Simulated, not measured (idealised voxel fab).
This is a process module. Its name is voxel self aligned contacts.
265 nm wide, 5 nm square cells: that's cross-section cut.
This document writes a cross-section as a grid whose cells are square, and gives it as bands, listed from the top down; one or more rows of cells form a band. This entry defines a band. It first specifies the height of the band's top and the height of its bottom in nm, and then specifies the band's materials from left to right, stating each material with its width in nm. The word "everywhere" identifies a single material that fills the band from edge to edge, while the word "empty" identifies empty space. Measure heights from 0. That's the level where, below it, the as-received wafer is all one material. The lowest band is bottomless and extends downward; write it as in "0 nm and below". Quick explanation for "30->40": the width changes in equal steps down the rows of cells, from the first number in the band's top row to the second number in its bottom row. "all unchanged" -> step changed no cross-section cell. The list in "Closed internal cavities" covers empty spaces of 8 cells or more that cannot reach the top through any open way, and it gives each as width x height at distance; the distance is from the left edge, and width, height and distance are in nm. On each step's line, the part that comes after the settings is the simulator's own comment on the step. The line of a step may include "overlay nm". On a step with a mask, this value is how far to the right of its planned place the mask lay. A negative value means the mask lay to the left.
**Planned step list for the process**
- 1: RECEIVE | material Si
- 2: OXIDIZE | depth nm 5
- 3: DIRECTIONAL_DEP | material polySi | thk nm 30
- 4: DIRECTIONAL_DEP | material SiN | thk nm 15
- 5: PATTERN | tone cover | mask id GATE | material resist | width nm 25 | pitch nm 60 | thk nm 20 | overlay nm 0
- 6: DIRECTIONAL_ETCH | etch materials SiN | depth nm 15
- 7: DIRECTIONAL_ETCH | etch materials polySi | depth nm 30
- 8: STRIP | etch materials resist
- 9: CONFORMAL_DEP | material SiN | thk nm 5
- 10: DIRECTIONAL_ETCH | etch materials SiN | depth nm 5
- 11: FILL_DEP | material SiO2 | thk nm 15
- 12: CMP | height nm 55
- 13: MASKED_ETCH | tone open | mask id CONTACT | width nm 45 | pitch nm 60 | etch materials SiO2 | depth nm 60 | overlay nm 0
- 14: CONFORMAL_DEP | material TiN | thk nm 5
- 15: FILL_DEP | material Ru | thk nm 5
- 16: CMP | height nm 55
- 17: CONFORMAL_DEP | material SiCN | thk nm 5
**Shown in cross-section is the wafer as received, that is, as it stands after step 1**
  0 nm and below | Si everywhere
  Closed internal cavities: none
**What the wafer looks like in cross-section after this module, when it starts as shown above and follows the plan above but one mistake is made in running it**
  60 nm to 55 nm | SiCN everywhere
  55 nm to 45 nm | 80 SiO2  5->15 TiN  35->15 Ru  5->15 TiN  15 SiO2  5->15 TiN  35->15 Ru  5->15 TiN  80 SiO2
  45 nm to 20 nm | 55 SiO2  5 SiN  25 polySi  5 SiN  5 TiN  15 Ru  5 TiN  5 SiN  25 polySi  5 SiN  5 TiN  15 Ru  5 TiN  5 SiN  25 polySi  5 SiN  55 SiO2
  20 nm to 15 nm | 55 SiO2  5 SiN  25 polySi  5 SiN  25 TiN  5 SiN  25 polySi  5 SiN  25 TiN  5 SiN  25 polySi  5 SiN  55 SiO2
  15 nm to 0 nm | SiN everywhere
  0 nm to -5 nm | SiO2 everywhere
  -5 nm and below | Si everywhere
  Closed internal cavities: none
Deviation from plan: deviation from plan: step 4 and step 3 executed in one another's positions
